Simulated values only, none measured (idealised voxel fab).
process module | voxel plated lines
Cross-section cut: width 215 nm, square cells of 5 nm.
We lay out every cross-section as a grid of square cells and spell it out in bands from the top down, where one band means one or more rows of cells. The band entry comprises the height of the band's top followed by the height of its bottom, expressed in nm, and subsequently the band's materials from left to right, each stated together with its width in nm. Where a single material is marked with the word "full width", that material fills the band from edge to edge. The word "blank" represents empty space. Heads up on the height convention: 0 is the point under which the incoming wafer is all one material, and the lowest band has no bottom, it just keeps going down, like "0 down". Top row gets the first number, bottom row gets the second, and each row in between changes by the same step: that is how a band width like "30..40" works. "no change occurred" means the step left every cell of the cross-section as it was. So "Enclosed internal voids" is basically the list of trapped voids: any empty space of 8 cells or more that can't reach the top through an opening. They're written width x height at distance, the distance being from the left edge, and it's all nm. Note: text after step settings on the step line = simulator remark on that step. For masked steps, "overlay nm" on the step line gives how far right of plan the mask actually lay; a minus sign means it lay to the left.

Below is the list of planned process steps
| 1 | RECEIVE | material Si |
| 2 | CONFORMAL_DEP | material SiO2 | thk nm 5 |
| 3 | DIRECTIONAL_DEP | material TiN | thk nm 5 |
| 4 | PATTERN | tone open | mask id LINES | material resist | width nm 30 | pitch nm 60 | thk nm 35 | overlay nm 0 |
| 5 | EPI | material Ru | thk nm 10 |
| 6 | EPI | material Ru | thk nm 5 |
| 7 | EPI | material Ru | thk nm 10 |
| 8 | STRIP | etch materials resist |
| 9 | DIRECTIONAL_ETCH | etch materials TiN | depth nm 5 |
| 10 | CONFORMAL_DEP | material SiCN | thk nm 5 |

First of the two wafers, run per plan

The cross-section here shows the wafer as received, i.e. in its state after step 1
0 down | Si full width
Enclosed internal voids: none

Step 2 done - wafer cross-section
5 to 0 | SiO2 full width
At heights below 0, the structure remains unaltered.

Step 3 done - wafer cross-section
10 to 5 | TiN full width
At heights below 5, the structure remains unaltered.

Step 4 done - wafer cross-section
45 to 10 | resist 60 nm  blank 30 nm  resist 30 nm  blank 30 nm  resist 65 nm
At heights below 10, the structure remains unaltered.

Step 5 done - wafer cross-section
45 to 20 | resist 60 nm  blank 30 nm  resist 30 nm  blank 30 nm  resist 65 nm
20 to 10 | resist 60 nm  Ru 30 nm  resist 30 nm  Ru 30 nm  resist 65 nm
At heights below 10, the structure remains unaltered.

Step 6 done - wafer cross-section
45 to 25 | resist 60 nm  blank 30 nm  resist 30 nm  blank 30 nm  resist 65 nm
25 to 10 | resist 60 nm  Ru 30 nm  resist 30 nm  Ru 30 nm  resist 65 nm
At heights below 10, the structure remains unaltered.

Step 7 done - wafer cross-section
45 to 35 | resist 60 nm  blank 30 nm  resist 30 nm  blank 30 nm  resist 65 nm
35 to 10 | resist 60 nm  Ru 30 nm  resist 30 nm  Ru 30 nm  resist 65 nm
At heights below 10, the structure remains unaltered.

Step 8 done - wafer cross-section
35 to 10 | blank 60 nm  Ru 30 nm  blank 30 nm  Ru 30 nm  blank 65 nm
At heights below 10, the structure remains unaltered.

Step 9 done - wafer cross-section
35 to 10 | blank 60 nm  Ru 30 nm  blank 30 nm  Ru 30 nm  blank 65 nm
10 to 5 | blank 60 nm  TiN 30 nm  blank 30 nm  TiN 30 nm  blank 65 nm
At heights below 5, the structure remains unaltered.

Step 10 done - wafer cross-section
40 to 35 | blank 55 nm  SiCN 40 nm  blank 20 nm  SiCN 40 nm  blank 60 nm
35 to 10 | blank 55 nm  SiCN 5 nm  Ru 30 nm  SiCN 5 nm  blank 20 nm  SiCN 5 nm  Ru 30 nm  SiCN 5 nm  blank 60 nm
10 to 5 | SiCN 60 nm  TiN 30 nm  SiCN 30 nm  TiN 30 nm  SiCN 65 nm
At heights below 5, the structure remains unaltered.

What follows concerns the second wafer, which started out like the first and was meant to follow the very same plan; one mistake crept in when it was run, but everything up to and including step 3 is the same as for the first wafer

The second wafer cut through, at the time step 4 was supposed to be finished
45 to 10 | resist 70 nm  blank 30 nm  resist 30 nm  blank 30 nm  resist 55 nm
At heights below 10, the structure remains unaltered.

The second wafer cut through, at the time step 5 was supposed to be finished
45 to 20 | resist 70 nm  blank 30 nm  resist 30 nm  blank 30 nm  resist 55 nm
20 to 10 | resist 70 nm  Ru 30 nm  resist 30 nm  Ru 30 nm  resist 55 nm
At heights below 10, the structure remains unaltered.

The second wafer cut through, at the time step 6 was supposed to be finished
45 to 25 | resist 70 nm  blank 30 nm  resist 30 nm  blank 30 nm  resist 55 nm
25 to 10 | resist 70 nm  Ru 30 nm  resist 30 nm  Ru 30 nm  resist 55 nm
At heights below 10, the structure remains unaltered.

The second wafer cut through, at the time step 7 was supposed to be finished
45 to 35 | resist 70 nm  blank 30 nm  resist 30 nm  blank 30 nm  resist 55 nm
35 to 10 | resist 70 nm  Ru 30 nm  resist 30 nm  Ru 30 nm  resist 55 nm
At heights below 10, the structure remains unaltered.

The second wafer cut through, at the time step 8 was supposed to be finished
35 to 10 | blank 70 nm  Ru 30 nm  blank 30 nm  Ru 30 nm  blank 55 nm
At heights below 10, the structure remains unaltered.

The second wafer cut through, at the time step 9 was supposed to be finished
35 to 10 | blank 70 nm  Ru 30 nm  blank 30 nm  Ru 30 nm  blank 55 nm
10 to 5 | blank 70 nm  TiN 30 nm  blank 30 nm  TiN 30 nm  blank 55 nm
At heights below 5, the structure remains unaltered.

The second wafer cut through, at the time step 10 was supposed to be finished
40 to 35 | blank 65 nm  SiCN 40 nm  blank 20 nm  SiCN 40 nm  blank 50 nm
35 to 10 | blank 65 nm  SiCN 5 nm  Ru 30 nm  SiCN 5 nm  blank 20 nm  SiCN 5 nm  Ru 30 nm  SiCN 5 nm  blank 50 nm
10 to 5 | SiCN 70 nm  TiN 30 nm  SiCN 30 nm  TiN 30 nm  SiCN 55 nm
At heights below 5, the structure remains unaltered.
Against the plan, the run slipped here: step 4 ran differently from the plan; actual operation with settings: PATTERN | tone open | mask id LINES | material resist | width nm 30 | pitch nm 60 | thk nm 35 | overlay nm 10
When the process is done, the second wafer contains the same cell count of every material as the first wafer, but distributed over other locations.
